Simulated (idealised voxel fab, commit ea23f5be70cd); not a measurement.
The process module presented herein is designated voxel tone inversion.
Square cell edge 5 nm, section width 200 nm, ID cut.
The cross-sections in this document take the form of a grid made of square cells. They are written out as bands, in order from top to bottom. Each band consists of one or more rows of cells.
Read a band's entry like this: the first values are the height of its top and the height of its bottom in nm, and what follows is the sequence of materials from left to right, each with its width in nm. Note that "air" is empty space, and that a single material marked "everywhere" reaches across the band from edge to edge.
Height datum 0, below which the as-received substrate wafer is one material. Lowest band open at the bottom, running downward: "0 down".
Per-row width for "30->40": begins at first number (top row of band), ends at second number (bottom row), increment between rows held constant.
"no modifications", as given for a step, is the statement that not any cell of the cross-section underwent a change during that step.
Empty spaces without an open route to the top, at least 8 cells in extent, make up the entry "Closed void roster"; each is given as width x height at distance, where the distance is measured from the left edge, and all are in nm.
Anything after a step's settings on that line? It's the simulator's own note about the step.
Among the settings permitted on a step's line is "overlay nm"; applied to a step with a mask, it specifies the extent to which the mask lay to the right of its planned position, whereas a negative figure signifies a position to the left.
[Process steps - plan]
- 1: RECEIVE, material Si
- 2: CONFORMAL_DEP, material SiN, thk nm 5
- 3: DIRECTIONAL_DEP, material aC, thk nm 25
- 4: PATTERN, tone cover, mask id POSTS, material resist, width nm 25, pitch nm 50, thk nm 35, overlay nm 0
- 5: DIRECTIONAL_ETCH, etch materials aC, depth nm 25
- 6: STRIP, etch materials resist
- 7: FILL_DEP, material SiO2, thk nm 10
- 8: CMP, height nm 30
- 9: STRIP, etch materials aC
- 10: CONFORMAL_DEP, material TiN, thk nm 5
- 11: FILL_DEP, material Cu, thk nm 5
- 12: CMP, height nm 30
- 13: CONFORMAL_DEP, material SiN, thk nm 5
[Shown in cross-section is the wafer as received, that is, as it stands after step 1]
> 0 down  Si everywhere
> Closed void roster: none
[Starting wafer: above. Plan: above. Run: one mistake. Cross-section after the module: below]
> 35 to 30  SiN everywhere
> 30 to 25  SiO2 everywhere
> 25 to 0  SiO2 60 nm, then aC 25 nm, then SiO2 25 nm, then aC 25 nm, then SiO2 65 nm
> 0 down  Si everywhere
> Closed void roster: none
What went wrong in running the wafer? step 2 was dropped from the plan's execution and never run
